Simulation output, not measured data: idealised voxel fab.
The process module that follows is named voxel self aligned vias.
It is cross-section cut that appears here, measuring 235 nm in width, its square cells being 5 nm in size.
A cross-section in this document is a grid of square cells, and it is written down as bands, the top band listed before the ones below it; a band is made up of one or more rows of cells.
Band: top height; bottom height; in nm. Then, left to right: material with width in nm, for each material. "everywhere": a single material spanning edge to edge. "blank": empty space.
Note: height 0 marks the level under which the wafer is uniformly one material as received. Lowest band unbounded below, written "from 0 down".
Per-row width for "30 to 40": begins at first number (top row of band), ends at second number (bottom row), increment between rows held constant.
"no alterations made" -> step changed no cross-section cell.
In "Internal closed voids" the enclosed voids are listed, meaning empty spaces of 8 cells or larger without any opening to the top. The form is width x height at distance, distance from the left edge, units nm.
That trailing text on a step's line, after the settings, is the simulator's own remark on the step.
The setting "overlay nm" may be written on the line of a step. When the step uses a mask, the value reports how far to the right of the planned place the mask lay, and a negative value reports that it lay to the left.

## Process steps (planned)
1. RECEIVE [material Si]
2. CONFORMAL_DEP [material SiO2] [thk nm 15]
3. CONFORMAL_DEP [material SiCN] [thk nm 5]
4. DIRECTIONAL_DEP [material SiO2] [thk nm 30]
5. MASKED_ETCH [tone open] [mask id LINES] [width nm 30] [pitch nm 65] [etch materials SiO2] [depth nm 30] [overlay nm -15]
6. CONFORMAL_DEP [material TiN] [thk nm 5]
7. FILL_DEP [material Ru] [thk nm 10]
8. CMP [height nm 50]
9. SELECTIVE_ETCH [etch materials W Ru TiN] [depth nm 5]
10. FILL_DEP [material SiN] [thk nm 5]
11. CMP [height nm 50]
12. DIRECTIONAL_DEP [material SiO2] [thk nm 20]
13. DIRECTIONAL_DEP [material aC] [thk nm 10]
14. PATTERN [tone open] [mask id VIAS] [material resist] [width nm 40] [pitch nm 65] [thk nm 25] [overlay nm 0]
15. DIRECTIONAL_ETCH [etch materials aC] [depth nm 10]
16. STRIP [etch materials resist]
17. DIRECTIONAL_ETCH [etch materials SiO2] [depth nm 20]
18. DIRECTIONAL_ETCH [etch materials SiN] [depth nm 5]
19. STRIP [etch materials aC]
20. CONFORMAL_DEP [material TiN] [thk nm 5]
21. FILL_DEP [material W] [thk nm 5]
22. CMP [height nm 70]
23. CONFORMAL_DEP [material SiN] [thk nm 5]
Wafers differ in overlay nm at step 5; plan lists the first wafer's value; identical starting state.

## First of several wafers (as received, post step 1), cross-sectional view
- from 0 down: Si everywhere
- Internal closed voids: none

## Wafer rows, end of module: cells per material gained (+) or lost (-) since receipt; closed voids last
overlay nm -15 | +32 Ru | +47 SiCN | +51 SiN | +475 SiO2 | +60 TiN | +40 W | Internal closed voids: none
overlay nm -10 | +32 Ru | +47 SiCN | +49 SiN | +475 SiO2 | +60 TiN | +42 W | Internal closed voids: none
overlay nm -5 | +32 Ru | +47 SiCN | +47 SiN | +475 SiO2 | +60 TiN | +44 W | Internal closed voids: none
overlay nm 0 | +32 Ru | +47 SiCN | +47 SiN | +475 SiO2 | +60 TiN | +44 W | Internal closed voids: none
overlay nm 5 | +32 Ru | +47 SiCN | +47 SiN | +475 SiO2 | +60 TiN | +44 W | Internal closed voids: none
overlay nm 10 | +32 Ru | +47 SiCN | +49 SiN | +475 SiO2 | +60 TiN | +42 W | Internal closed voids: none
overlay nm 15 | +32 Ru | +47 SiCN | +51 SiN | +475 SiO2 | +60 TiN | +40 W | Internal closed voids: none
